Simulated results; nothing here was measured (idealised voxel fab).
process module | voxel plated lines
cross-section cut | 145 nm wide | cells 5 nm
A cross-section is a grid of square cells, given in bands from the top down. A band is one or more rows of cells.
Each band's line starts with the height of the band's top and of its bottom, in nm. Then come its materials from left to right, each with its width in nm. One material with "throughout" fills the band from edge to edge. "air" is empty space.
Height 0 is the level under which the wafer as received is all one material. The lowest band goes on downwards, as in "0 down".
A width such as "30 to 40" changes by the same amount from each row of cells to the next, from the band's top row to its bottom row.
"no change" after a step means that no cell of the cross-section changed.
closed voids: empty space of 8 cells or more with no open way to the top, each as width x height at its distance from the left edge, in nm
after a step's settings: what the simulator itself notes on the step
overlay nm, on a step with a mask: how far to the right of its planned place the mask lay; to the left if negative
plan
1 op RECEIVE | material Si
2 op CONFORMAL_DEP | material Al2O3 | thk nm 10
3 op DIRECTIONAL_DEP | material TiN | thk nm 5
4 op PATTERN | tone open | mask id LINES | material resist | width nm 20 | pitch nm 45 | thk nm 20 | overlay nm 0
5 op EPI | material Ru | thk nm 5
6 op STRIP | etch materials resist
7 op DIRECTIONAL_ETCH | etch materials TiN | depth nm 5
8 op CONFORMAL_DEP | material SiO2 | thk nm 5
varied across the wafers: width nm of step 4. The plan shows the first wafer's value. All wafers start alike
first wafer as received, after step 1
  0 down: Si throughout
  closed voids: none
first wafer at the end, after step 8
  25 to 20: air 35 | SiO2 30 | air 15 | SiO2 30 | air 35
  20 to 15: air 35 | SiO2 5 | Ru 20 | SiO2 5 | air 15 | SiO2 5 | Ru 20 | SiO2 5 | air 35
  15 to 10: SiO2 40 | TiN 20 | SiO2 25 | TiN 20 | SiO2 40
  10 to 0: Al2O3 throughout
  0 down: Si throughout
  closed voids: none
last wafer at the end
  25 to 20: air 30 | SiO2 40 | air 5 | SiO2 40 | air 30
  20 to 15: air 30 | SiO2 5 | Ru 30 | SiO2 5 | air 5 | SiO2 5 | Ru 30 | SiO2 5 | air 30
  15 to 10: SiO2 35 | TiN 30 | SiO2 15 | TiN 30 | SiO2 35
  10 to 0: Al2O3 throughout
  0 down: Si throughout
  closed voids: none
each wafer at the end: cells of each material gained (+) or lost (-) since it was received, then its closed voids
width nm 20 | +58 Al2O3 | +8 Ru | +37 SiO2 | +8 TiN | closed voids: none
width nm 25 | +58 Al2O3 | +10 Ru | +37 SiO2 | +10 TiN | closed voids: none
width nm 30 | +58 Al2O3 | +12 Ru | +37 SiO2 | +12 TiN | closed voids: none
